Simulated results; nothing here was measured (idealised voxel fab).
Module name: voxel fin reveal (process module)
Xsec cut, 185 nm wide, square cell size 5 nm.
Each cross-section below is a grid of square cells, stated as bands in top-down order, with one or more rows of cells making up each band. Top height, bottom height, nm. Materials left to right, width each, nm. Single material + "everywhere" = fills band edge to edge. "empty" = empty. Height datum 0, below which the as-received substrate wafer is one material. Lowest band open at the bottom, running downward: "top 0, no bottom". A width such as "30..40" changes by the same amount from each row of cells to the next, from the band's top row to its bottom row. The cross-section has no changed cell in any step marked "left unchanged". This entry, "Sealed internal cavities", enumerates those empty regions of no fewer than 8 cells that possess no open connection to the top. Each region is reported in the form width x height at distance, the distance being taken from the left edge, with all three quantities expressed in nm. Text after the settings on a step's line: the simulator's own remark on that step. A step's line can hold "overlay nm"; with a mask on that step, the setting says how far right of the planned place the mask lay, while a negative setting says it lay to the left.

[The process steps that were planned are listed below]
| 1 | RECEIVE,material Si |
| 2 | CONFORMAL_DEP,material SiN,thk nm 5 |
| 3 | DIRECTIONAL_DEP,material aC,thk nm 15 |
| 4 | PATTERN,tone cover,mask id FINS,material resist,width nm 15,pitch nm 45,thk nm 35,overlay nm 0 |
| 5 | DIRECTIONAL_ETCH,etch materials aC,depth nm 15 |
| 6 | STRIP,etch materials resist |
| 7 | DIRECTIONAL_ETCH,etch materials SiN,depth nm 5 |
| 8 | DIRECTIONAL_ETCH,etch materials Si,depth nm 35 |
| 9 | STRIP,etch materials aC |
| 10 | OXIDIZE,depth nm 5 |
| 11 | FILL_DEP,material SiO2,thk nm 10 |
| 12 | CMP,height nm 5 |
| 13 | SELECTIVE_ETCH,etch materials SiO2,depth nm 20 |
| 14 | STRIP,etch materials SiN |
| 15 | CONFORMAL_DEP,material SiO2,thk nm 5 |

[first wafer, as planned]

[Wafer cross-section on receipt, i.e. after step 1]
> top 0, no bottom  Si everywhere
> Sealed internal cavities: none

[Cross-section of the wafer subsequent to step 2]
> top 5, bottom 0  SiN everywhere
> Anything lower than 0 is untouched.

[Cross-section of the wafer subsequent to step 3]
> top 20, bottom 5  aC everywhere
> Anything lower than 5 is untouched.

[Cross-section of the wafer subsequent to step 4]
> top 55, bottom 20  empty (60) | resist (15) | empty (30) | resist (15) | empty (65)
> Anything lower than 20 is untouched.

[Cross-section of the wafer subsequent to step 5]
> top 40, bottom 20  empty (60) | resist (15) | empty (30) | resist (15) | empty (65)
> top 20, bottom 5  empty (60) | aC (15) | empty (30) | aC (15) | empty (65)
> Anything lower than 5 is untouched.

[Cross-section of the wafer subsequent to step 6]
> top 20, bottom 5  empty (60) | aC (15) | empty (30) | aC (15) | empty (65)
> Anything lower than 5 is untouched.

[Cross-section of the wafer subsequent to step 7]
> top 20, bottom 5  empty (60) | aC (15) | empty (30) | aC (15) | empty (65)
> top 5, bottom 0  empty (60) | SiN (15) | empty (30) | SiN (15) | empty (65)
> Anything lower than 0 is untouched.

[Cross-section of the wafer subsequent to step 8]
> top 20, bottom 5  empty (60) | aC (15) | empty (30) | aC (15) | empty (65)
> top 5, bottom 0  empty (60) | SiN (15) | empty (30) | SiN (15) | empty (65)
> top 0, bottom -35  empty (60) | Si (15) | empty (30) | Si (15) | empty (65)
> Anything lower than -35 is untouched.

[Cross-section of the wafer subsequent to step 9]
> top 5, bottom 0  empty (60) | SiN (15) | empty (30) | SiN (15) | empty (65)
> Anything lower than 0 is untouched.

[Cross-section of the wafer subsequent to step 10]
> top 5, bottom 0  empty (60) | SiN (15) | empty (30) | SiN (15) | empty (65)
> top 0, bottom -35  empty (60) | SiO2 (5) | Si (5) | SiO2 (5) | empty (30) | SiO2 (5) | Si (5) | SiO2 (5) | empty (65)
> top -35, bottom -40  SiO2 (65) | Si (5) | SiO2 (40) | Si (5) | SiO2 (70)
> Anything lower than -40 is untouched.

[Cross-section of the wafer subsequent to step 11]
> top 15, bottom 5  SiO2 everywhere
> top 5, bottom 0  SiO2 (60) | SiN (15) | SiO2 (30) | SiN (15) | SiO2 (65)
> top 0, bottom -40  SiO2 (65) | Si (5) | SiO2 (40) | Si (5) | SiO2 (70)
> Anything lower than -40 is untouched.

[Cross-section of the wafer subsequent to step 12]
> top 5, bottom 0  SiO2 (60) | SiN (15) | SiO2 (30) | SiN (15) | SiO2 (65)
> Anything lower than 0 is untouched.

[Cross-section of the wafer subsequent to step 13]
> top 5, bottom 0  empty (60) | SiN (15) | empty (30) | SiN (15) | empty (65)
> top 0, bottom -15  empty (65) | Si (5) | empty (40) | Si (5) | empty (70)
> Anything lower than -15 is untouched.

[Cross-section of the wafer subsequent to step 14]
> top 0, bottom -15  empty (65) | Si (5) | empty (40) | Si (5) | empty (70)
> Anything lower than -15 is untouched.

[Cross-section of the wafer subsequent to step 15]
> top 5, bottom 0  empty (60) | SiO2 (15) | empty (30) | SiO2 (15) | empty (65)
> top 0, bottom -10  empty (60) | SiO2 (5) | Si (5) | SiO2 (5) | empty (30) | SiO2 (5) | Si (5) | SiO2 (5) | empty (65)
> top -10, bottom -40  SiO2 (65) | Si (5) | SiO2 (40) | Si (5) | SiO2 (70)
> Anything lower than -40 is untouched.

[Now the other wafer: same start, same recipe, but we messed up one thing when running it. Up to and including step 3 it's the same as the first one]

[Cross-section of the second wafer corresponding to the planned conclusion of step 4]
> top 55, bottom 20  empty (50) | resist (15) | empty (30) | resist (15) | empty (75)
> Anything lower than 20 is untouched.

[Cross-section of the second wafer corresponding to the planned conclusion of step 5]
> top 40, bottom 20  empty (50) | resist (15) | empty (30) | resist (15) | empty (75)
> top 20, bottom 5  empty (50) | aC (15) | empty (30) | aC (15) | empty (75)
> Anything lower than 5 is untouched.

[Cross-section of the second wafer corresponding to the planned conclusion of step 6]
> top 20, bottom 5  empty (50) | aC (15) | empty (30) | aC (15) | empty (75)
> Anything lower than 5 is untouched.

[Cross-section of the second wafer corresponding to the planned conclusion of step 7]
> top 20, bottom 5  empty (50) | aC (15) | empty (30) | aC (15) | empty (75)
> top 5, bottom 0  empty (50) | SiN (15) | empty (30) | SiN (15) | empty (75)
> Anything lower than 0 is untouched.

[Cross-section of the second wafer corresponding to the planned conclusion of step 8]
> top 20, bottom 5  empty (50) | aC (15) | empty (30) | aC (15) | empty (75)
> top 5, bottom 0  empty (50) | SiN (15) | empty (30) | SiN (15) | empty (75)
> top 0, bottom -35  empty (50) | Si (15) | empty (30) | Si (15) | empty (75)
> Anything lower than -35 is untouched.

[Cross-section of the second wafer corresponding to the planned conclusion of step 9]
> top 5, bottom 0  empty (50) | SiN (15) | empty (30) | SiN (15) | empty (75)
> Anything lower than 0 is untouched.

[Cross-section of the second wafer corresponding to the planned conclusion of step 10]
> top 5, bottom 0  empty (50) | SiN (15) | empty (30) | SiN (15) | empty (75)
> top 0, bottom -35  empty (50) | SiO2 (5) | Si (5) | SiO2 (5) | empty (30) | SiO2 (5) | Si (5) | SiO2 (5) | empty (75)
> top -35, bottom -40  SiO2 (55) | Si (5) | SiO2 (40) | Si (5) | SiO2 (80)
> Anything lower than -40 is untouched.

[Cross-section of the second wafer corresponding to the planned conclusion of step 11]
> top 15, bottom 5  SiO2 everywhere
> top 5, bottom 0  SiO2 (50) | SiN (15) | SiO2 (30) | SiN (15) | SiO2 (75)
> top 0, bottom -40  SiO2 (55) | Si (5) | SiO2 (40) | Si (5) | SiO2 (80)
> Anything lower than -40 is untouched.

[Cross-section of the second wafer corresponding to the planned conclusion of step 12]
> top 5, bottom 0  SiO2 (50) | SiN (15) | SiO2 (30) | SiN (15) | SiO2 (75)
> Anything lower than 0 is untouched.

[Cross-section of the second wafer corresponding to the planned conclusion of step 13]
> top 5, bottom 0  empty (50) | SiN (15) | empty (30) | SiN (15) | empty (75)
> top 0, bottom -15  empty (55) | Si (5) | empty (40) | Si (5) | empty (80)
> Anything lower than -15 is untouched.

[Cross-section of the second wafer corresponding to the planned conclusion of step 14]
> top 0, bottom -15  empty (55) | Si (5) | empty (40) | Si (5) | empty (80)
> Anything lower than -15 is untouched.

[Cross-section of the second wafer corresponding to the planned conclusion of step 15]
> top 5, bottom 0  empty (50) | SiO2 (15) | empty (30) | SiO2 (15) | empty (75)
> top 0, bottom -10  empty (50) | SiO2 (5) | Si (5) | SiO2 (5) | empty (30) | SiO2 (5) | Si (5) | SiO2 (5) | empty (75)
> top -10, bottom -40  SiO2 (55) | Si (5) | SiO2 (40) | Si (5) | SiO2 (80)
> Anything lower than -40 is untouched.
Here's what went sideways: step 4 did not use the planned setting and instead ran as PATTERN,tone cover,mask id FINS,material resist,width nm 15,pitch nm 45,thk nm 35,overlay nm -10
Final wafers compared: equal cell tally per material, rearranged layout.
